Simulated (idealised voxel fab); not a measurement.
process module | voxel self aligned contacts
cross-section cut | 255 nm wide | cells 5 nm
A cross-section is a grid of square cells, given in bands from the top down. A band is one or more rows of cells.
Each band's line starts with the height of the band's top and of its bottom, in nm. Then come its materials from left to right, each with its width in nm. One material with "throughout" fills the band from edge to edge. "air" is empty space.
Height 0 is the level under which the wafer as received is all one material. The lowest band goes on downwards, as in "0 down".
A width such as "30 to 40" changes by the same amount from each row of cells to the next, from the band's top row to its bottom row.
"no change" after a step means that no cell of the cross-section changed.
closed voids: empty space of 8 cells or more with no open way to the top, each as width x height at its distance from the left edge, in nm
after a step's settings: what the simulator itself notes on the step
overlay nm, on a step with a mask: how far to the right of its planned place the mask lay; to the left if negative
plan
1 op RECEIVE | material Si
2 op CONFORMAL_DEP | material SiO2 | thk nm 5
3 op DIRECTIONAL_DEP | material polySi | thk nm 30
4 op DIRECTIONAL_DEP | material SiN | thk nm 20
5 op MASKED_ETCH | tone cover | mask id GATE | width nm 35 | pitch nm 80 | etch materials SiN | depth nm 20 | overlay nm 0
6 op MASKED_ETCH | tone cover | mask id GATE | width nm 35 | pitch nm 80 | etch materials polySi | depth nm 30 | overlay nm 0
7 op CONFORMAL_DEP | material SiN | thk nm 10
8 op DIRECTIONAL_ETCH | etch materials SiN | depth nm 10
9 op FILL_DEP | material SiO2 | thk nm 15
10 op CMP | height nm 65
11 op PATTERN | tone open | mask id CONTACT | material resist | width nm 65 | thk nm 20 | overlay nm 0
12 op DIRECTIONAL_ETCH | etch materials SiO2 | depth nm 65
13 op STRIP | etch materials resist
14 op CONFORMAL_DEP | material TiN | thk nm 5
15 op FILL_DEP | material Ru | thk nm 5
16 op CMP | height nm 65
17 op CONFORMAL_DEP | material SiCN | thk nm 5
first wafer, as planned
as received, after step 1
  0 down: Si throughout
  closed voids: none
after step 2
  5 to 0: SiO2 throughout
  below 0: unchanged
after step 3
  35 to 5: polySi throughout
  below 5: unchanged
after step 4
  55 to 35: SiN throughout
  below 35: unchanged
after step 5
  55 to 35: air 70 | SiN 35 | air 45 | SiN 35 | air 70
  below 35: unchanged
after step 6
  55 to 35: air 70 | SiN 35 | air 45 | SiN 35 | air 70
  35 to 5: air 70 | polySi 35 | air 45 | polySi 35 | air 70
  below 5: unchanged
after step 7
  65 to 35: air 60 | SiN 55 | air 25 | SiN 55 | air 60
  35 to 15: air 60 | SiN 10 | polySi 35 | SiN 10 | air 25 | SiN 10 | polySi 35 | SiN 10 | air 60
  15 to 5: SiN 70 | polySi 35 | SiN 45 | polySi 35 | SiN 70
  below 5: unchanged
after step 8
  55 to 35: air 60 | SiN 55 | air 25 | SiN 55 | air 60
  35 to 5: air 60 | SiN 10 | polySi 35 | SiN 10 | air 25 | SiN 10 | polySi 35 | SiN 10 | air 60
  below 5: unchanged
after step 9
  70 to 55: SiO2 throughout
  55 to 35: SiO2 60 | SiN 55 | SiO2 25 | SiN 55 | SiO2 60
  35 to 5: SiO2 60 | SiN 10 | polySi 35 | SiN 10 | SiO2 25 | SiN 10 | polySi 35 | SiN 10 | SiO2 60
  below 5: unchanged
after step 10
  65 to 55: SiO2 throughout
  below 55: unchanged
after step 11
  85 to 65: resist 95 | air 65 | resist 95
  below 65: unchanged
after step 12
  85 to 65: resist 95 | air 65 | resist 95
  65 to 55: SiO2 95 | air 65 | SiO2 95
  55 to 35: SiO2 60 | SiN 55 | air 25 | SiN 55 | SiO2 60
  35 to 5: SiO2 60 | SiN 10 | polySi 35 | SiN 10 | air 25 | SiN 10 | polySi 35 | SiN 10 | SiO2 60
  5 to 0: SiO2 115 | air 25 | SiO2 115
  below 0: unchanged
after step 13
  65 to 55: SiO2 95 | air 65 | SiO2 95
  below 55: unchanged
after step 14
  70 to 65: TiN 100 | air 55 | TiN 100
  65 to 55: SiO2 95 | TiN 5 to 25 | air 55 to 15 | TiN 5 to 25 | SiO2 95
  55 to 35: SiO2 60 | SiN 55 | TiN 5 | air 15 | TiN 5 | SiN 55 | SiO2 60
  35 to 5: SiO2 60 | SiN 10 | polySi 35 | SiN 10 | TiN 5 | air 15 | TiN 5 | SiN 10 | polySi 35 | SiN 10 | SiO2 60
  5 to 0: SiO2 115 | TiN 25 | SiO2 115
  below 0: unchanged
after step 15
  75 to 70: Ru throughout
  70 to 65: TiN 100 | Ru 55 | TiN 100
  65 to 55: SiO2 95 | TiN 5 to 25 | Ru 55 to 15 | TiN 5 to 25 | SiO2 95
  55 to 35: SiO2 60 | SiN 55 | TiN 5 | Ru 15 | TiN 5 | SiN 55 | SiO2 60
  35 to 5: SiO2 60 | SiN 10 | polySi 35 | SiN 10 | TiN 5 | Ru 15 | TiN 5 | SiN 10 | polySi 35 | SiN 10 | SiO2 60
  below 5: unchanged
after step 16
  65 to 55: SiO2 95 | TiN 5 to 25 | Ru 55 to 15 | TiN 5 to 25 | SiO2 95
  below 55: unchanged
after step 17
  70 to 65: SiCN throughout
  below 65: unchanged
second wafer: like start, like plan, one mistake. Through step 1 it matches the first wafer
when step 2 should have ended: no change
when step 3 should have ended
  30 to 0: polySi throughout
  below 0: unchanged
when step 4 should have ended
  50 to 30: SiN throughout
  below 30: unchanged
when step 5 should have ended
  50 to 30: air 70 | SiN 35 | air 45 | SiN 35 | air 70
  below 30: unchanged
when step 6 should have ended
  50 to 30: air 70 | SiN 35 | air 45 | SiN 35 | air 70
  30 to 0: air 70 | polySi 35 | air 45 | polySi 35 | air 70
  below 0: unchanged
when step 7 should have ended
  60 to 30: air 60 | SiN 55 | air 25 | SiN 55 | air 60
  30 to 10: air 60 | SiN 10 | polySi 35 | SiN 10 | air 25 | SiN 10 | polySi 35 | SiN 10 | air 60
  10 to 0: SiN 70 | polySi 35 | SiN 45 | polySi 35 | SiN 70
  below 0: unchanged
when step 8 should have ended
  50 to 30: air 60 | SiN 55 | air 25 | SiN 55 | air 60
  30 to 0: air 60 | SiN 10 | polySi 35 | SiN 10 | air 25 | SiN 10 | polySi 35 | SiN 10 | air 60
  below 0: unchanged
when step 9 should have ended
  65 to 50: SiO2 throughout
  50 to 30: SiO2 60 | SiN 55 | SiO2 25 | SiN 55 | SiO2 60
  30 to 0: SiO2 60 | SiN 10 | polySi 35 | SiN 10 | SiO2 25 | SiN 10 | polySi 35 | SiN 10 | SiO2 60
  below 0: unchanged
when step 10 should have ended: no change
when step 11 should have ended
  85 to 65: resist 95 | air 65 | resist 95
  below 65: unchanged
when step 12 should have ended
  85 to 65: resist 95 | air 65 | resist 95
  65 to 50: SiO2 95 | air 65 | SiO2 95
  50 to 30: SiO2 60 | SiN 55 | air 25 | SiN 55 | SiO2 60
  30 to 0: SiO2 60 | SiN 10 | polySi 35 | SiN 10 | air 25 | SiN 10 | polySi 35 | SiN 10 | SiO2 60
  below 0: unchanged
when step 13 should have ended
  65 to 50: SiO2 95 | air 65 | SiO2 95
  below 50: unchanged
when step 14 should have ended
  70 to 65: TiN 100 | air 55 | TiN 100
  65 to 55: SiO2 95 | TiN 5 | air 55 | TiN 5 | SiO2 95
  55 to 50: SiO2 95 | TiN 25 | air 15 | TiN 25 | SiO2 95
  50 to 30: SiO2 60 | SiN 55 | TiN 5 | air 15 | TiN 5 | SiN 55 | SiO2 60
  30 to 5: SiO2 60 | SiN 10 | polySi 35 | SiN 10 | TiN 5 | air 15 | TiN 5 | SiN 10 | polySi 35 | SiN 10 | SiO2 60
  5 to 0: SiO2 60 | SiN 10 | polySi 35 | SiN 10 | TiN 25 | SiN 10 | polySi 35 | SiN 10 | SiO2 60
  below 0: unchanged
when step 15 should have ended
  75 to 70: Ru throughout
  70 to 65: TiN 100 | Ru 55 | TiN 100
  65 to 55: SiO2 95 | TiN 5 | Ru 55 | TiN 5 | SiO2 95
  55 to 50: SiO2 95 | TiN 25 | Ru 15 | TiN 25 | SiO2 95
  50 to 30: SiO2 60 | SiN 55 | TiN 5 | Ru 15 | TiN 5 | SiN 55 | SiO2 60
  30 to 5: SiO2 60 | SiN 10 | polySi 35 | SiN 10 | TiN 5 | Ru 15 | TiN 5 | SiN 10 | polySi 35 | SiN 10 | SiO2 60
  below 5: unchanged
when step 16 should have ended
  65 to 55: SiO2 95 | TiN 5 | Ru 55 | TiN 5 | SiO2 95
  below 55: unchanged
when step 17 should have ended
  70 to 65: SiCN throughout
  below 65: unchanged
what went wrong: step 2 was left out
at the end the second wafer has, in cells: 8 more of Ru | 8 fewer of SiO2
